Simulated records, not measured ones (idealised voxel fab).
This is a process module. Its name is voxel wiring stack.
Square cells of 5 nm make up the cross-section cut, whose width is 250 nm.
A cross-section in this document is a grid of square cells, and it is written down as bands, the top band listed before the ones below it; a band is made up of one or more rows of cells. Heads up on the band format: heights come first, top then bottom, in nm. After that it's the materials left to right, each with its width in nm. A single material flagged "all across" fills the whole band edge to edge, and "air" means there's empty space there. A quick word on heights: they are counted from 0, and under that level the wafer as it came to us is one material throughout. The lowest band is different from the rest in having no bottom; it simply continues downward, written as in "z 0 and below". The expression "30..40" gives the width at the extremes of the band, the first number at its top row of cells and the second at its bottom row, with the width changing by equal amounts from each row to the next in between. Take "remained the same" at face value: in the step it is given for, the cross-section changed in none of its cells. Under "Enclosed cavity list" you'll find the enclosed gaps, the ones with no way out to the top, that are 8 cells or bigger; each reads width x height at distance, with distance counted from the left edge, everything in nm. Read whatever lies past the settings on a step's line as the simulator's own remark about the step. "overlay nm" on a masked step: distance the mask lay right of its planned place, negative for left.
**Below is the list of planned process steps**
1,RECEIVE: material Si
2,CONFORMAL_DEP: material SiO2, thk nm 15
3,CONFORMAL_DEP: material SiN, thk nm 5
4,DIRECTIONAL_DEP: material lowk, thk nm 25
5,MASKED_ETCH: tone open, mask id METAL_1, width nm 30, pitch nm 50, etch materials lowk, depth nm 25, overlay nm 0
6,MASKED_ETCH: tone open, mask id METAL_1, width nm 30, pitch nm 50, etch materials SiN, depth nm 5, overlay nm 0
7,CONFORMAL_DEP: material TiN, thk nm 5
8,FILL_DEP: material Cu, thk nm 10
9,CMP: height nm 45
10,CONFORMAL_DEP: material SiCN, thk nm 5
11,DIRECTIONAL_DEP: material lowk, thk nm 15
12,DIRECTIONAL_DEP: material aC, thk nm 15
13,PATTERN: tone open, mask id PLUG_1, material resist, width nm 15, pitch nm 50, thk nm 30, overlay nm 0
14,DIRECTIONAL_ETCH: etch materials aC, depth nm 15
15,STRIP: etch materials resist
16,DIRECTIONAL_ETCH: etch materials lowk, depth nm 15
17,DIRECTIONAL_ETCH: etch materials SiCN, depth nm 5
18,STRIP: etch materials aC
19,CONFORMAL_DEP: material TiN, thk nm 5
20,FILL_DEP: material W, thk nm 10
21,CMP: height nm 65
22,CONFORMAL_DEP: material SiCN, thk nm 5
23,DIRECTIONAL_DEP: material SiO2, thk nm 20
24,DIRECTIONAL_DEP: material aC, thk nm 15
25,PATTERN: tone open, mask id METAL_2, material resist, width nm 30, pitch nm 50, thk nm 35, overlay nm 0
26,DIRECTIONAL_ETCH: etch materials aC, depth nm 15
27,STRIP: etch materials resist
28,DIRECTIONAL_ETCH: etch materials SiO2, depth nm 20
29,DIRECTIONAL_ETCH: etch materials SiCN, depth nm 5
30,STRIP: etch materials aC
31,CONFORMAL_DEP: material TiN, thk nm 5
32,FILL_DEP: material Cu, thk nm 5
33,CMP: height nm 90
34,CONFORMAL_DEP: material SiCN, thk nm 5
35,DIRECTIONAL_DEP: material lowk, thk nm 10
36,DIRECTIONAL_DEP: material aC, thk nm 10
37,PATTERN: tone open, mask id PLUG_2, material resist, width nm 15, pitch nm 50, thk nm 25, overlay nm 0
38,DIRECTIONAL_ETCH: etch materials aC, depth nm 10
39,STRIP: etch materials resist
40,DIRECTIONAL_ETCH: etch materials lowk, depth nm 10
41,DIRECTIONAL_ETCH: etch materials SiCN, depth nm 5
42,STRIP: etch materials aC
43,EPI: material Ru, thk nm 10
44,EPI: material Ru, thk nm 5
45,CONFORMAL_DEP: material SiN, thk nm 5
46,DIRECTIONAL_DEP: material SiO2, thk nm 15
47,DIRECTIONAL_DEP: material aC, thk nm 15
48,PATTERN: tone open, mask id METAL_3, material resist, width nm 30, pitch nm 50, thk nm 35, overlay nm 0
49,DIRECTIONAL_ETCH: etch materials aC, depth nm 15
50,STRIP: etch materials resist
51,DIRECTIONAL_ETCH: etch materials SiO2, depth nm 15
52,DIRECTIONAL_ETCH: etch materials SiN, depth nm 5
53,STRIP: etch materials aC
54,CONFORMAL_DEP: material TiN, thk nm 5
55,FILL_DEP: material Cu, thk nm 5
56,CMP: height nm 125
57,EPI: material Ru, thk nm 5
58,FILL_DEP: material SiCN, thk nm 5
**First wafer out of two, processed as planned**
**Cross-section, incoming material, after step 1**
    z 0 and below = Si all across
    Enclosed cavity list: none
**How the wafer stands in section after step 2**
    z 15 to 0 = SiO2 all across
    Nothing below the height 0 has changed.
**How the wafer stands in section after step 3**
    z 20 to 15 = SiN all across
    Nothing below the height 15 has changed.
**How the wafer stands in section after step 4**
    z 45 to 20 = lowk all across
    Nothing below the height 20 has changed.
**How the wafer stands in section after step 5**
    z 45 to 20 = lowk=35; air=30; lowk=20; air=30; lowk=20; air=30; lowk=20; air=30; lowk=35
    Nothing below the height 20 has changed.
**How the wafer stands in section after step 6**
    z 45 to 20 = lowk=35; air=30; lowk=20; air=30; lowk=20; air=30; lowk=20; air=30; lowk=35
    z 20 to 15 = SiN=35; air=30; SiN=20; air=30; SiN=20; air=30; SiN=20; air=30; SiN=35
    Nothing below the height 15 has changed.
**How the wafer stands in section after step 7**
    z 50 to 45 = TiN=40; air=20; TiN=30; air=20; TiN=30; air=20; TiN=30; air=20; TiN=40
    z 45 to 20 = lowk=35; TiN=5; air=20; TiN=5; lowk=20; TiN=5; air=20; TiN=5; lowk=20; TiN=5; air=20; TiN=5; lowk=20; TiN=5; air=20; TiN=5; lowk=35
    z 20 to 15 = SiN=35; TiN=30; SiN=20; TiN=30; SiN=20; TiN=30; SiN=20; TiN=30; SiN=35
    Nothing below the height 15 has changed.
**How the wafer stands in section after step 8**
    z 60 to 50 = Cu all across
    z 50 to 45 = TiN=40; Cu=20; TiN=30; Cu=20; TiN=30; Cu=20; TiN=30; Cu=20; TiN=40
    z 45 to 20 = lowk=35; TiN=5; Cu=20; TiN=5; lowk=20; TiN=5; Cu=20; TiN=5; lowk=20; TiN=5; Cu=20; TiN=5; lowk=20; TiN=5; Cu=20; TiN=5; lowk=35
    Nothing below the height 20 has changed.
**How the wafer stands in section after step 9**
    z 45 to 20 = lowk=35; TiN=5; Cu=20; TiN=5; lowk=20; TiN=5; Cu=20; TiN=5; lowk=20; TiN=5; Cu=20; TiN=5; lowk=20; TiN=5; Cu=20; TiN=5; lowk=35
    Nothing below the height 20 has changed.
**How the wafer stands in section after step 10**
    z 50 to 45 = SiCN all across
    Nothing below the height 45 has changed.
**How the wafer stands in section after step 11**
    z 65 to 50 = lowk all across
    Nothing below the height 50 has changed.
**How the wafer stands in section after step 12**
    z 80 to 65 = aC all across
    Nothing below the height 65 has changed.
**How the wafer stands in section after step 13**
    z 110 to 80 = resist=35; air=15; resist=35; air=15; resist=35; air=15; resist=35; air=15; resist=50
    Nothing below the height 80 has changed.
**How the wafer stands in section after step 14**
    z 95 to 80 = resist=35; air=15; resist=35; air=15; resist=35; air=15; resist=35; air=15; resist=50
    z 80 to 65 = aC=35; air=15; aC=35; air=15; aC=35; air=15; aC=35; air=15; aC=50
    Nothing below the height 65 has changed.
**How the wafer stands in section after step 15**
    z 80 to 65 = aC=35; air=15; aC=35; air=15; aC=35; air=15; aC=35; air=15; aC=50
    Nothing below the height 65 has changed.
**How the wafer stands in section after step 16**
    z 80 to 65 = aC=35; air=15; aC=35; air=15; aC=35; air=15; aC=35; air=15; aC=50
    z 65 to 50 = lowk=35; air=15; lowk=35; air=15; lowk=35; air=15; lowk=35; air=15; lowk=50
    Nothing below the height 50 has changed.
**How the wafer stands in section after step 17**
    z 80 to 65 = aC=35; air=15; aC=35; air=15; aC=35; air=15; aC=35; air=15; aC=50
    z 65 to 50 = lowk=35; air=15; lowk=35; air=15; lowk=35; air=15; lowk=35; air=15; lowk=50
    z 50 to 45 = SiCN=35; air=15; SiCN=35; air=15; SiCN=35; air=15; SiCN=35; air=15; SiCN=50
    Nothing below the height 45 has changed.
**How the wafer stands in section after step 18**
    z 65 to 50 = lowk=35; air=15; lowk=35; air=15; lowk=35; air=15; lowk=35; air=15; lowk=50
    Nothing below the height 50 has changed.
**How the wafer stands in section after step 19**
    z 70 to 65 = TiN=40; air=5; TiN=45; air=5; TiN=45; air=5; TiN=45; air=5; TiN=55
    z 65 to 50 = lowk=35; TiN=5; air=5; TiN=5; lowk=35; TiN=5; air=5; TiN=5; lowk=35; TiN=5; air=5; TiN=5; lowk=35; TiN=5; air=5; TiN=5; lowk=50
    z 50 to 45 = SiCN=35; TiN=15; SiCN=35; TiN=15; SiCN=35; TiN=15; SiCN=35; TiN=15; SiCN=50
    Nothing below the height 45 has changed.
**How the wafer stands in section after step 20**
    z 80 to 70 = W all across
    z 70 to 65 = TiN=40; W=5; TiN=45; W=5; TiN=45; W=5; TiN=45; W=5; TiN=55
    z 65 to 50 = lowk=35; TiN=5; W=5; TiN=5; lowk=35; TiN=5; W=5; TiN=5; lowk=35; TiN=5; W=5; TiN=5; lowk=35; TiN=5; W=5; TiN=5; lowk=50
    Nothing below the height 50 has changed.
**How the wafer stands in section after step 21**
    z 65 to 50 = lowk=35; TiN=5; W=5; TiN=5; lowk=35; TiN=5; W=5; TiN=5; lowk=35; TiN=5; W=5; TiN=5; lowk=35; TiN=5; W=5; TiN=5; lowk=50
    Nothing below the height 50 has changed.
**How the wafer stands in section after step 22**
    z 70 to 65 = SiCN all across
    Nothing below the height 65 has changed.
**How the wafer stands in section after step 23**
    z 90 to 70 = SiO2 all across
    Nothing below the height 70 has changed.
**How the wafer stands in section after step 24**
    z 105 to 90 = aC all across
    Nothing below the height 90 has changed.
**How the wafer stands in section after step 25**
    z 140 to 105 = resist=35; air=30; resist=20; air=30; resist=20; air=30; resist=20; air=30; resist=35
    Nothing below the height 105 has changed.
**How the wafer stands in section after step 26**
    z 125 to 105 = resist=35; air=30; resist=20; air=30; resist=20; air=30; resist=20; air=30; resist=35
    z 105 to 90 = aC=35; air=30; aC=20; air=30; aC=20; air=30; aC=20; air=30; aC=35
    Nothing below the height 90 has changed.
**How the wafer stands in section after step 27**
    z 105 to 90 = aC=35; air=30; aC=20; air=30; aC=20; air=30; aC=20; air=30; aC=35
    Nothing below the height 90 has changed.
**How the wafer stands in section after step 28**
    z 105 to 90 = aC=35; air=30; aC=20; air=30; aC=20; air=30; aC=20; air=30; aC=35
    z 90 to 70 = SiO2=35; air=30; SiO2=20; air=30; SiO2=20; air=30; SiO2=20; air=30; SiO2=35
    Nothing below the height 70 has changed.
**How the wafer stands in section after step 29**
    z 105 to 90 = aC=35; air=30; aC=20; air=30; aC=20; air=30; aC=20; air=30; aC=35
    z 90 to 70 = SiO2=35; air=30; SiO2=20; air=30; SiO2=20; air=30; SiO2=20; air=30; SiO2=35
    z 70 to 65 = SiCN=35; air=30; SiCN=20; air=30; SiCN=20; air=30; SiCN=20; air=30; SiCN=35
    Nothing below the height 65 has changed.
**How the wafer stands in section after step 30**
    z 90 to 70 = SiO2=35; air=30; SiO2=20; air=30; SiO2=20; air=30; SiO2=20; air=30; SiO2=35
    Nothing below the height 70 has changed.
**How the wafer stands in section after step 31**
    z 95 to 90 = TiN=40; air=20; TiN=30; air=20; TiN=30; air=20; TiN=30; air=20; TiN=40
    z 90 to 70 = SiO2=35; TiN=5; air=20; TiN=5; SiO2=20; TiN=5; air=20; TiN=5; SiO2=20; TiN=5; air=20; TiN=5; SiO2=20; TiN=5; air=20; TiN=5; SiO2=35
    z 70 to 65 = SiCN=35; TiN=30; SiCN=20; TiN=30; SiCN=20; TiN=30; SiCN=20; TiN=30; SiCN=35
    Nothing below the height 65 has changed.
**How the wafer stands in section after step 32**
    z 100 to 95 = Cu all across
    z 95 to 90 = TiN=40; Cu=20; TiN=30; Cu=20; TiN=30; Cu=20; TiN=30; Cu=20; TiN=40
    z 90 to 70 = SiO2=35; TiN=5; Cu=20; TiN=5; SiO2=20; TiN=5; Cu=20; TiN=5; SiO2=20; TiN=5; Cu=20; TiN=5; SiO2=20; TiN=5; Cu=20; TiN=5; SiO2=35
    Nothing below the height 70 has changed.
**How the wafer stands in section after step 33**
    z 90 to 70 = SiO2=35; TiN=5; Cu=20; TiN=5; SiO2=20; TiN=5; Cu=20; TiN=5; SiO2=20; TiN=5; Cu=20; TiN=5; SiO2=20; TiN=5; Cu=20; TiN=5; SiO2=35
    Nothing below the height 70 has changed.
**How the wafer stands in section after step 34**
    z 95 to 90 = SiCN all across
    Nothing below the height 90 has changed.
**How the wafer stands in section after step 35**
    z 105 to 95 = lowk all across
    Nothing below the height 95 has changed.
**How the wafer stands in section after step 36**
    z 115 to 105 = aC all across
    Nothing below the height 105 has changed.
**How the wafer stands in section after step 37**
    z 140 to 115 = resist=35; air=15; resist=35; air=15; resist=35; air=15; resist=35; air=15; resist=50
    Nothing below the height 115 has changed.
**How the wafer stands in section after step 38**
    z 130 to 115 = resist=35; air=15; resist=35; air=15; resist=35; air=15; resist=35; air=15; resist=50
    z 115 to 105 = aC=35; air=15; aC=35; air=15; aC=35; air=15; aC=35; air=15; aC=50
    Nothing below the height 105 has changed.
**How the wafer stands in section after step 39**
    z 115 to 105 = aC=35; air=15; aC=35; air=15; aC=35; air=15; aC=35; air=15; aC=50
    Nothing below the height 105 has changed.
**How the wafer stands in section after step 40**
    z 115 to 105 = aC=35; air=15; aC=35; air=15; aC=35; air=15; aC=35; air=15; aC=50
    z 105 to 95 = lowk=35; air=15; lowk=35; air=15; lowk=35; air=15; lowk=35; air=15; lowk=50
    Nothing below the height 95 has changed.
**How the wafer stands in section after step 41**
    z 115 to 105 = aC=35; air=15; aC=35; air=15; aC=35; air=15; aC=35; air=15; aC=50
    z 105 to 95 = lowk=35; air=15; lowk=35; air=15; lowk=35; air=15; lowk=35; air=15; lowk=50
    z 95 to 90 = SiCN=35; air=15; SiCN=35; air=15; SiCN=35; air=15; SiCN=35; air=15; SiCN=50
    Nothing below the height 90 has changed.
**How the wafer stands in section after step 42**
    z 105 to 95 = lowk=35; air=15; lowk=35; air=15; lowk=35; air=15; lowk=35; air=15; lowk=50
    Nothing below the height 95 has changed.
**How the wafer stands in section after step 43**
    z 105 to 100 = lowk=35; air=15; lowk=35; air=15; lowk=35; air=15; lowk=35; air=15; lowk=50
    z 100 to 95 = lowk=35; Ru=15; lowk=35; Ru=15; lowk=35; Ru=15; lowk=35; Ru=15; lowk=50
    z 95 to 90 = SiCN=35; Ru=15; SiCN=35; Ru=15; SiCN=35; Ru=15; SiCN=35; Ru=15; SiCN=50
    Nothing below the height 90 has changed.
**How the wafer stands in section after step 44**
    z 105 to 95 = lowk=35; Ru=15; lowk=35; Ru=15; lowk=35; Ru=15; lowk=35; Ru=15; lowk=50
    Nothing below the height 95 has changed.
**How the wafer stands in section after step 45**
    z 110 to 105 = SiN all across
    Nothing below the height 105 has changed.
**How the wafer stands in section after step 46**
    z 125 to 110 = SiO2 all across
    Nothing below the height 110 has changed.
**How the wafer stands in section after step 47**
    z 140 to 125 = aC all across
    Nothing below the height 125 has changed.
**How the wafer stands in section after step 48**
    z 175 to 140 = resist=35; air=30; resist=20; air=30; resist=20; air=30; resist=20; air=30; resist=35
    Nothing below the height 140 has changed.
**How the wafer stands in section after step 49**
    z 160 to 140 = resist=35; air=30; resist=20; air=30; resist=20; air=30; resist=20; air=30; resist=35
    z 140 to 125 = aC=35; air=30; aC=20; air=30; aC=20; air=30; aC=20; air=30; aC=35
    Nothing below the height 125 has changed.
**How the wafer stands in section after step 50**
    z 140 to 125 = aC=35; air=30; aC=20; air=30; aC=20; air=30; aC=20; air=30; aC=35
    Nothing below the height 125 has changed.
**How the wafer stands in section after step 51**
    z 140 to 125 = aC=35; air=30; aC=20; air=30; aC=20; air=30; aC=20; air=30; aC=35
    z 125 to 110 = SiO2=35; air=30; SiO2=20; air=30; SiO2=20; air=30; SiO2=20; air=30; SiO2=35
    Nothing below the height 110 has changed.
**How the wafer stands in section after step 52**
    z 140 to 125 = aC=35; air=30; aC=20; air=30; aC=20; air=30; aC=20; air=30; aC=35
    z 125 to 110 = SiO2=35; air=30; SiO2=20; air=30; SiO2=20; air=30; SiO2=20; air=30; SiO2=35
    z 110 to 105 = SiN=35; air=30; SiN=20; air=30; SiN=20; air=30; SiN=20; air=30; SiN=35
    Nothing below the height 105 has changed.
**How the wafer stands in section after step 53**
    z 125 to 110 = SiO2=35; air=30; SiO2=20; air=30; SiO2=20; air=30; SiO2=20; air=30; SiO2=35
    Nothing below the height 110 has changed.
**How the wafer stands in section after step 54**
    z 130 to 125 = TiN=40; air=20; TiN=30; air=20; TiN=30; air=20; TiN=30; air=20; TiN=40
    z 125 to 110 = SiO2=35; TiN=5; air=20; TiN=5; SiO2=20; TiN=5; air=20; TiN=5; SiO2=20; TiN=5; air=20; TiN=5; SiO2=20; TiN=5; air=20; TiN=5; SiO2=35
    z 110 to 105 = SiN=35; TiN=30; SiN=20; TiN=30; SiN=20; TiN=30; SiN=20; TiN=30; SiN=35
    Nothing below the height 105 has changed.
**How the wafer stands in section after step 55**
    z 135 to 130 = Cu all across
    z 130 to 125 = TiN=40; Cu=20; TiN=30; Cu=20; TiN=30; Cu=20; TiN=30; Cu=20; TiN=40
    z 125 to 110 = SiO2=35; TiN=5; Cu=20; TiN=5; SiO2=20; TiN=5; Cu=20; TiN=5; SiO2=20; TiN=5; Cu=20; TiN=5; SiO2=20; TiN=5; Cu=20; TiN=5; SiO2=35
    Nothing below the height 110 has changed.
**How the wafer stands in section after step 56**
    z 125 to 110 = SiO2=35; TiN=5; Cu=20; TiN=5; SiO2=20; TiN=5; Cu=20; TiN=5; SiO2=20; TiN=5; Cu=20; TiN=5; SiO2=20; TiN=5; Cu=20; TiN=5; SiO2=35
    Nothing below the height 110 has changed.
**How the wafer stands in section after step 57**
    z 130 to 125 = air=30; Ru=40; air=10; Ru=40; air=10; Ru=40; air=10; Ru=40; air=30
    Nothing below the height 125 has changed.
**How the wafer stands in section after step 58**
    z 135 to 130 = SiCN all across
    z 130 to 125 = SiCN=30; Ru=40; SiCN=10; Ru=40; SiCN=10; Ru=40; SiCN=10; Ru=40; SiCN=30
    Nothing below the height 125 has changed.
**Second wafer, same starting state and plan as the first, one mistake in the run, identical through step 9**
**when step 10 should have ended**
    z 60 to 45 = lowk all across
    Nothing below the height 45 has changed.
**when step 11 should have ended**
    z 65 to 60 = SiCN all across
    Nothing below the height 60 has changed.
**when step 12 should have ended**
    z 80 to 65 = aC all across
    Nothing below the height 65 has changed.
**when step 13 should have ended**
    z 110 to 80 = resist=35; air=15; resist=35; air=15; resist=35; air=15; resist=35; air=15; resist=50
    Nothing below the height 80 has changed.
**when step 14 should have ended**
    z 95 to 80 = resist=35; air=15; resist=35; air=15; resist=35; air=15; resist=35; air=15; resist=50
    z 80 to 65 = aC=35; air=15; aC=35; air=15; aC=35; air=15; aC=35; air=15; aC=50
    Nothing below the height 65 has changed.
**when step 15 should have ended**
    z 80 to 65 = aC=35; air=15; aC=35; air=15; aC=35; air=15; aC=35; air=15; aC=50
    Nothing below the height 65 has changed.
when step 16 should have ended: remained the same
**when step 17 should have ended**
    z 80 to 65 = aC=35; air=15; aC=35; air=15; aC=35; air=15; aC=35; air=15; aC=50
    z 65 to 60 = SiCN=35; air=15; SiCN=35; air=15; SiCN=35; air=15; SiCN=35; air=15; SiCN=50
    Nothing below the height 60 has changed.
**when step 18 should have ended**
    z 65 to 60 = SiCN=35; air=15; SiCN=35; air=15; SiCN=35; air=15; SiCN=35; air=15; SiCN=50
    Nothing below the height 60 has changed.
**when step 19 should have ended**
    z 70 to 65 = TiN=40; air=5; TiN=45; air=5; TiN=45; air=5; TiN=45; air=5; TiN=55
    z 65 to 60 = SiCN=35; TiN=15; SiCN=35; TiN=15; SiCN=35; TiN=15; SiCN=35; TiN=15; SiCN=50
    Nothing below the height 60 has changed.
**when step 20 should have ended**
    z 80 to 70 = W all across
    z 70 to 65 = TiN=40; W=5; TiN=45; W=5; TiN=45; W=5; TiN=45; W=5; TiN=55
    Nothing below the height 65 has changed.
**when step 21 should have ended**
    z 65 to 60 = SiCN=35; TiN=15; SiCN=35; TiN=15; SiCN=35; TiN=15; SiCN=35; TiN=15; SiCN=50
    Nothing below the height 60 has changed.
**when step 22 should have ended**
    z 70 to 65 = SiCN all across
    Nothing below the height 65 has changed.
**when step 23 should have ended**
    z 90 to 70 = SiO2 all across
    Nothing below the height 70 has changed.
**when step 24 should have ended**
    z 105 to 90 = aC all across
    Nothing below the height 90 has changed.
**when step 25 should have ended**
    z 140 to 105 = resist=35; air=30; resist=20; air=30; resist=20; air=30; resist=20; air=30; resist=35
    Nothing below the height 105 has changed.
**when step 26 should have ended**
    z 125 to 105 = resist=35; air=30; resist=20; air=30; resist=20; air=30; resist=20; air=30; resist=35
    z 105 to 90 = aC=35; air=30; aC=20; air=30; aC=20; air=30; aC=20; air=30; aC=35
    Nothing below the height 90 has changed.
**when step 27 should have ended**
    z 105 to 90 = aC=35; air=30; aC=20; air=30; aC=20; air=30; aC=20; air=30; aC=35
    Nothing below the height 90 has changed.
**when step 28 should have ended**
    z 105 to 90 = aC=35; air=30; aC=20; air=30; aC=20; air=30; aC=20; air=30; aC=35
    z 90 to 70 = SiO2=35; air=30; SiO2=20; air=30; SiO2=20; air=30; SiO2=20; air=30; SiO2=35
    Nothing below the height 70 has changed.
**when step 29 should have ended**
    z 105 to 90 = aC=35; air=30; aC=20; air=30; aC=20; air=30; aC=20; air=30; aC=35
    z 90 to 70 = SiO2=35; air=30; SiO2=20; air=30; SiO2=20; air=30; SiO2=20; air=30; SiO2=35
    z 70 to 65 = SiCN=35; air=30; SiCN=20; air=30; SiCN=20; air=30; SiCN=20; air=30; SiCN=35
    Nothing below the height 65 has changed.
**when step 30 should have ended**
    z 90 to 70 = SiO2=35; air=30; SiO2=20; air=30; SiO2=20; air=30; SiO2=20; air=30; SiO2=35
    Nothing below the height 70 has changed.
**when step 31 should have ended**
    z 95 to 90 = TiN=40; air=20; TiN=30; air=20; TiN=30; air=20; TiN=30; air=20; TiN=40
    z 90 to 70 = SiO2=35; TiN=5; air=20; TiN=5; SiO2=20; TiN=5; air=20; TiN=5; SiO2=20; TiN=5; air=20; TiN=5; SiO2=20; TiN=5; air=20; TiN=5; SiO2=35
    z 70 to 60 = SiCN=35; TiN=30..15; SiCN=20..35; TiN=30..15; SiCN=20..35; TiN=30..15; SiCN=20..35; TiN=30..15; SiCN=35..50
    Nothing below the height 60 has changed.
**when step 32 should have ended**
    z 100 to 95 = Cu all across
    z 95 to 90 = TiN=40; Cu=20; TiN=30; Cu=20; TiN=30; Cu=20; TiN=30; Cu=20; TiN=40
    z 90 to 70 = SiO2=35; TiN=5; Cu=20; TiN=5; SiO2=20; TiN=5; Cu=20; TiN=5; SiO2=20; TiN=5; Cu=20; TiN=5; SiO2=20; TiN=5; Cu=20; TiN=5; SiO2=35
    Nothing below the height 70 has changed.
**when step 33 should have ended**
    z 90 to 70 = SiO2=35; TiN=5; Cu=20; TiN=5; SiO2=20; TiN=5; Cu=20; TiN=5; SiO2=20; TiN=5; Cu=20; TiN=5; SiO2=20; TiN=5; Cu=20; TiN=5; SiO2=35
    Nothing below the height 70 has changed.
**when step 34 should have ended**
    z 95 to 90 = SiCN all across
    Nothing below the height 90 has changed.
**when step 35 should have ended**
    z 105 to 95 = lowk all across
    Nothing below the height 95 has changed.
**when step 36 should have ended**
    z 115 to 105 = aC all across
    Nothing below the height 105 has changed.
**when step 37 should have ended**
    z 140 to 115 = resist=35; air=15; resist=35; air=15; resist=35; air=15; resist=35; air=15; resist=50
    Nothing below the height 115 has changed.
**when step 38 should have ended**
    z 130 to 115 = resist=35; air=15; resist=35; air=15; resist=35; air=15; resist=35; air=15; resist=50
    z 115 to 105 = aC=35; air=15; aC=35; air=15; aC=35; air=15; aC=35; air=15; aC=50
    Nothing below the height 105 has changed.
**when step 39 should have ended**
    z 115 to 105 = aC=35; air=15; aC=35; air=15; aC=35; air=15; aC=35; air=15; aC=50
    Nothing below the height 105 has changed.
**when step 40 should have ended**
    z 115 to 105 = aC=35; air=15; aC=35; air=15; aC=35; air=15; aC=35; air=15; aC=50
    z 105 to 95 = lowk=35; air=15; lowk=35; air=15; lowk=35; air=15; lowk=35; air=15; lowk=50
    Nothing below the height 95 has changed.
**when step 41 should have ended**
    z 115 to 105 = aC=35; air=15; aC=35; air=15; aC=35; air=15; aC=35; air=15; aC=50
    z 105 to 95 = lowk=35; air=15; lowk=35; air=15; lowk=35; air=15; lowk=35; air=15; lowk=50
    z 95 to 90 = SiCN=35; air=15; SiCN=35; air=15; SiCN=35; air=15; SiCN=35; air=15; SiCN=50
    Nothing below the height 90 has changed.
**when step 42 should have ended**
    z 105 to 95 = lowk=35; air=15; lowk=35; air=15; lowk=35; air=15; lowk=35; air=15; lowk=50
    Nothing below the height 95 has changed.
**when step 43 should have ended**
    z 105 to 100 = lowk=35; air=15; lowk=35; air=15; lowk=35; air=15; lowk=35; air=15; lowk=50
    z 100 to 95 = lowk=35; Ru=15; lowk=35; Ru=15; lowk=35; Ru=15; lowk=35; Ru=15; lowk=50
    z 95 to 90 = SiCN=35; Ru=15; SiCN=35; Ru=15; SiCN=35; Ru=15; SiCN=35; Ru=15; SiCN=50
    Nothing below the height 90 has changed.
**when step 44 should have ended**
    z 105 to 95 = lowk=35; Ru=15; lowk=35; Ru=15; lowk=35; Ru=15; lowk=35; Ru=15; lowk=50
    Nothing below the height 95 has changed.
**when step 45 should have ended**
    z 110 to 105 = SiN all across
    Nothing below the height 105 has changed.
**when step 46 should have ended**
    z 125 to 110 = SiO2 all across
    Nothing below the height 110 has changed.
**when step 47 should have ended**
    z 140 to 125 = aC all across
    Nothing below the height 125 has changed.
**when step 48 should have ended**
    z 175 to 140 = resist=35; air=30; resist=20; air=30; resist=20; air=30; resist=20; air=30; resist=35
    Nothing below the height 140 has changed.
**when step 49 should have ended**
    z 160 to 140 = resist=35; air=30; resist=20; air=30; resist=20; air=30; resist=20; air=30; resist=35
    z 140 to 125 = aC=35; air=30; aC=20; air=30; aC=20; air=30; aC=20; air=30; aC=35
    Nothing below the height 125 has changed.
**when step 50 should have ended**
    z 140 to 125 = aC=35; air=30; aC=20; air=30; aC=20; air=30; aC=20; air=30; aC=35
    Nothing below the height 125 has changed.
**when step 51 should have ended**
    z 140 to 125 = aC=35; air=30; aC=20; air=30; aC=20; air=30; aC=20; air=30; aC=35
    z 125 to 110 = SiO2=35; air=30; SiO2=20; air=30; SiO2=20; air=30; SiO2=20; air=30; SiO2=35
    Nothing below the height 110 has changed.
**when step 52 should have ended**
    z 140 to 125 = aC=35; air=30; aC=20; air=30; aC=20; air=30; aC=20; air=30; aC=35
    z 125 to 110 = SiO2=35; air=30; SiO2=20; air=30; SiO2=20; air=30; SiO2=20; air=30; SiO2=35
    z 110 to 105 = SiN=35; air=30; SiN=20; air=30; SiN=20; air=30; SiN=20; air=30; SiN=35
    Nothing below the height 105 has changed.
**when step 53 should have ended**
    z 125 to 110 = SiO2=35; air=30; SiO2=20; air=30; SiO2=20; air=30; SiO2=20; air=30; SiO2=35
    Nothing below the height 110 has changed.
**when step 54 should have ended**
    z 130 to 125 = TiN=40; air=20; TiN=30; air=20; TiN=30; air=20; TiN=30; air=20; TiN=40
    z 125 to 110 = SiO2=35; TiN=5; air=20; TiN=5; SiO2=20; TiN=5; air=20; TiN=5; SiO2=20; TiN=5; air=20; TiN=5; SiO2=20; TiN=5; air=20; TiN=5; SiO2=35
    z 110 to 105 = SiN=35; TiN=30; SiN=20; TiN=30; SiN=20; TiN=30; SiN=20; TiN=30; SiN=35
    Nothing below the height 105 has changed.
**when step 55 should have ended**
    z 135 to 130 = Cu all across
    z 130 to 125 = TiN=40; Cu=20; TiN=30; Cu=20; TiN=30; Cu=20; TiN=30; Cu=20; TiN=40
    z 125 to 110 = SiO2=35; TiN=5; Cu=20; TiN=5; SiO2=20; TiN=5; Cu=20; TiN=5; SiO2=20; TiN=5; Cu=20; TiN=5; SiO2=20; TiN=5; Cu=20; TiN=5; SiO2=35
    Nothing below the height 110 has changed.
**when step 56 should have ended**
    z 125 to 110 = SiO2=35; TiN=5; Cu=20; TiN=5; SiO2=20; TiN=5; Cu=20; TiN=5; SiO2=20; TiN=5; Cu=20; TiN=5; SiO2=20; TiN=5; Cu=20; TiN=5; SiO2=35
    Nothing below the height 110 has changed.
**when step 57 should have ended**
    z 130 to 125 = air=30; Ru=40; air=10; Ru=40; air=10; Ru=40; air=10; Ru=40; air=30
    Nothing below the height 125 has changed.
**when step 58 should have ended**
    z 135 to 130 = SiCN all across
    z 130 to 125 = SiCN=30; Ru=40; SiCN=10; Ru=40; SiCN=10; Ru=40; SiCN=10; Ru=40; SiCN=30
    Nothing below the height 125 has changed.
Processing error: steps 10 and 11 of the plan were run in the wrong order, each in the other's place
Per the end-of-run cell counts, the second wafer holds more or fewer of some materials than the first: TiN: 24 fewer, W: 12 fewer, lowk: 36 more
